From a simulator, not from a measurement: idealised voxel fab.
Presented below is a process module, voxel self aligned vias.
It is cross-section cut that appears here, measuring 260 nm in width, its square cells being 5 nm in size.
We lay out every cross-section as a grid of square cells and spell it out in bands from the top down, where one band means one or more rows of cells.
This entry defines a band. It first specifies the height of the band's top and the height of its bottom in nm, and then specifies the band's materials from left to right, stating each material with its width in nm. The word "throughout" identifies a single material that fills the band from edge to edge, while the word "air" identifies empty space.
All heights in this document are referenced to 0, defined as the level beneath which the wafer, as received, consists entirely of one material. The lowest band is not bounded below; it extends indefinitely downward and is written in the form "from 0 down".
The notation "30 to 40" denotes a width that varies across the rows of cells in the band, beginning at the first number in the top row, finishing at the second number in the bottom row, and changing by an identical amount from each row to the next.
"nothing got changed", as given for a step, is the statement that not any cell of the cross-section underwent a change during that step.
So "Voids, fully enclosed" is basically the list of trapped voids: any empty space of 8 cells or more that can't reach the top through an opening. They're written width x height at distance, the distance being from the left edge, and it's all nm.
Where a step's line continues beyond its settings, the continuation is a remark by the simulator itself on that step.
Each step line may optionally specify "overlay nm", which for a step with a mask gives the rightward distance between the mask's planned place and where it lay, a negative value indicating the leftward direction.

Process steps - plan:
1: RECEIVE | material Si
2: CONFORMAL_DEP | material SiO2 | thk nm 15
3: CONFORMAL_DEP | material SiCN | thk nm 5
4: DIRECTIONAL_DEP | material lowk | thk nm 25
5: DIRECTIONAL_DEP | material aC | thk nm 10
6: PATTERN | tone open | mask id LINES | material resist | width nm 30 | pitch nm 65 | thk nm 25 | overlay nm 0
7: DIRECTIONAL_ETCH | etch materials aC | depth nm 10
8: STRIP | etch materials resist
9: DIRECTIONAL_ETCH | etch materials lowk | depth nm 25
10: STRIP | etch materials aC
11: CONFORMAL_DEP | material TiN | thk nm 5
12: FILL_DEP | material W | thk nm 5
13: CMP | height nm 45
14: SELECTIVE_ETCH | etch materials W Ru TiN | depth nm 10
15: FILL_DEP | material SiN | thk nm 10
16: CMP | height nm 45
17: DIRECTIONAL_DEP | material lowk | thk nm 15
18: PATTERN | tone open | mask id VIAS | material resist | width nm 50 | pitch nm 65 | thk nm 15 | overlay nm 0
19: DIRECTIONAL_ETCH | etch materials lowk | depth nm 15
20: DIRECTIONAL_ETCH | etch materials SiN | depth nm 10
21: STRIP | etch materials resist
22: CONFORMAL_DEP | material TiN | thk nm 5
23: FILL_DEP | material Ru | thk nm 10
24: CMP | height nm 60
25: CONFORMAL_DEP | material SiCN | thk nm 5

Cross-section of the wafer at receipt, which is the condition after step 1:
    from 0 down: Si throughout
    Voids, fully enclosed: none

The module was run from the start shown above using the plan shown above, but one mistake was made doing it; the resulting wafer cross-section is below:
    from 65 to 60: SiCN throughout
    from 60 to 50: 70 of lowk; 5 of TiN; 40 of Ru; 5 of TiN; 15 of lowk; 5 of TiN; 40 of Ru; 5 of TiN; 75 of lowk
    from 50 to 45: 70 of lowk; 50 of TiN; 15 of lowk; 50 of TiN; 75 of lowk
    from 45 to 35: 70 of lowk; 10 of TiN; 30 of SiN; 10 of TiN; 15 of lowk; 10 of TiN; 30 of SiN; 10 of TiN; 75 of lowk
    from 35 to 25: 80 of lowk; 5 of TiN; 20 of W; 5 of TiN; 35 of lowk; 5 of TiN; 20 of W; 5 of TiN; 85 of lowk
    from 25 to 20: 80 of lowk; 30 of TiN; 35 of lowk; 30 of TiN; 85 of lowk
    from 20 to 15: SiCN throughout
    from 15 to 0: SiO2 throughout
    from 0 down: Si throughout
    Voids, fully enclosed: none
Heads up, the wafer didn't run the way we planned it: planned and actual differ for step 20; actual: DIRECTIONAL_ETCH | etch materials lowk | depth nm 10
